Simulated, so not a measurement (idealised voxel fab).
Process module under the name voxel plated lines
Pictured: cross-section cut, 230 nm wide, on a grid of 5 nm square cells.
Cross-section format: a grid of square cells, given as bands from top to bottom; each band is one or more rows of cells.
Within each band entry, the heights of the top and of the bottom of the band appear first, in that order and in nm; the materials of the band then follow from left to right, each with its corresponding width in nm. The designation "everywhere" on a single material indicates that it fills the band from edge to edge; the designation "empty" indicates empty space.
Convention: height 0 is the level below which the wafer, as received, is all one material. The lowest band does not terminate at the bottom but continues downward, represented as "0 -> down".
Quick explanation for "30..40": the width changes in equal steps down the rows of cells, from the first number in the band's top row to the second number in its bottom row.
No cell of the cross-section changed in a step that is given as "all unchanged".
The entry titled "Sealed void list" provides the empty spaces that have no open way to the top, restricted to those of 8 cells or more. Each is presented as width x height at distance, the distance being measured from the left edge, with all three in nm.
Where a step's line continues beyond its settings, the continuation is a remark by the simulator itself on that step.
overlay nm: mask offset rightward from planned place, masked step; negative means leftward offset.

Set out below are the planned steps of the process
1: RECEIVE [material Si]
2: CONFORMAL_DEP [material SiN] [thk nm 15]
3: DIRECTIONAL_DEP [material TiN] [thk nm 5]
4: PATTERN [tone open] [mask id LINES] [material resist] [width nm 15] [pitch nm 35] [thk nm 20] [overlay nm 0]
5: EPI [material Ru] [thk nm 5]
6: STRIP [etch materials resist]
7: DIRECTIONAL_ETCH [etch materials TiN] [depth nm 5]
8: CONFORMAL_DEP [material SiN] [thk nm 10]
Variable across wafers: step 3 thk nm (plan value is that of the first wafer; starting state common to all).

This is how the first of several wafers looked in cross-section when it arrived, which is after step 1
> 0 -> down | Si everywhere
> Sealed void list: none

Take a look at the first of several wafers in cross-section: the module is done, and step 8 was its last step
> 35 -> 25 | empty 45, SiN 140, empty 45
> 25 -> 20 | SiN 55, Ru 15, SiN 20, Ru 15, SiN 20, Ru 15, SiN 20, Ru 15, SiN 55
> 20 -> 15 | SiN 55, TiN 15, SiN 20, TiN 15, SiN 20, TiN 15, SiN 20, TiN 15, SiN 55
> 15 -> 0 | SiN everywhere
> 0 -> down | Si everywhere
> Sealed void list: none

Cross-sectional depiction of the last of several wafers upon completion of the module
> 50 -> 40 | empty 45, SiN 140, empty 45
> 40 -> 35 | SiN 55, Ru 15, SiN 20, Ru 15, SiN 20, Ru 15, SiN 20, Ru 15, SiN 55
> 35 -> 30 | SiN 55, TiN 15, SiN 20, TiN 15, SiN 20, TiN 15, SiN 20, TiN 15, SiN 55
> 30 -> 15 | TiN everywhere
> 15 -> 0 | SiN everywhere
> 0 -> down | Si everywhere
> Sealed void list: none

Tabulated below, wafer by wafer, are the end-of-module results: for each material, the number of cells gained (+) or lost (-) relative to the as-received state, followed by the closed voids
thk nm 5 | +12 Ru | +262 SiN | +12 TiN | Sealed void list: none
thk nm 10 | +12 Ru | +262 SiN | +58 TiN | Sealed void list: none
thk nm 15 | +12 Ru | +262 SiN | +104 TiN | Sealed void list: none
thk nm 20 | +12 Ru | +262 SiN | +150 TiN | Sealed void list: none
